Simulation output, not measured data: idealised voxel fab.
Process module under the name voxel lift off
Displayed cross-section: cut, width of 280 nm, square cells sized 5 nm.
Think of the cross-section as a grid of square cells. We describe it in bands, top to bottom, and each band covers one or more rows of those cells. This entry defines a band. It first specifies the height of the band's top and the height of its bottom in nm, and then specifies the band's materials from left to right, stating each material with its width in nm. The word "all across" identifies a single material that fills the band from edge to edge, while the word "empty" identifies empty space. Heights are reckoned from 0. Under this level, the received wafer is all of one material. The bottommost band is open-ended downward, for example "0 nm and below". It should be noted that a width expressed as "30->40" varies in equal increments from row to row of cells within the band, taking the value of the first number at the top row and that of the second number at the bottom row. The cross-section has no changed cell in any step marked "no change occurred". Voids not open to the top, 8 cells minimum: see "Closed cavity list". Written width x height at distance; distance is from the left edge; nm. Note: text after step settings on the step line = simulator remark on that step. overlay nm: for a step with a mask, the amount by which the mask lay right of where it was planned; a negative amount means left of it.
[The planned process steps are enumerated hereunder]
| 1 | RECEIVE, material Si |
| 2 | CONFORMAL_DEP, material SiO2, thk nm 10 |
| 3 | PATTERN, tone open, mask id LINES, material resist, width nm 25, pitch nm 40, thk nm 20, overlay nm 0 |
| 4 | DIRECTIONAL_DEP, material Ru, thk nm 5 |
| 5 | STRIP, etch materials resist |
| 6 | CONFORMAL_DEP, material SiCN, thk nm 5 |
[Wafer cross-section on receipt, i.e. after step 1]
* 0 nm and below = Si all across
* Closed cavity list: none
[Cross-sectional view of the first of the two wafers upon completion of the module, processed in accordance with the plan]
* 20 nm to 15 nm = empty=100, SiCN=35, empty=5, SiCN=35, empty=105
* 15 nm to 10 nm = SiCN=105, Ru=25, SiCN=15, Ru=25, SiCN=110
* 10 nm to 0 nm = SiO2 all across
* 0 nm and below = Si all across
* Closed cavity list: none
[So this is wafer number two of the two, cut at the end of the module - it started where the first did and had the same plan, we just got one thing wrong running it]
* 20 nm to 15 nm = SiCN=110, empty=15, SiCN=25, empty=15, SiCN=115
* 15 nm to 10 nm = Ru=105, SiCN=25, Ru=15, SiCN=25, Ru=110
* 10 nm to 0 nm = SiO2 all across
* 0 nm and below = Si all across
* Closed cavity list: none
What went wrong in running the wafer? so step 3 ended up running with a different setting than we planned, it ran as PATTERN, tone cover, mask id LINES, material resist, width nm 25, pitch nm 40, thk nm 20, overlay nm 0
Wafer comparison, final, in cells, second relative to first, materials more or fewer: 36 more of Ru
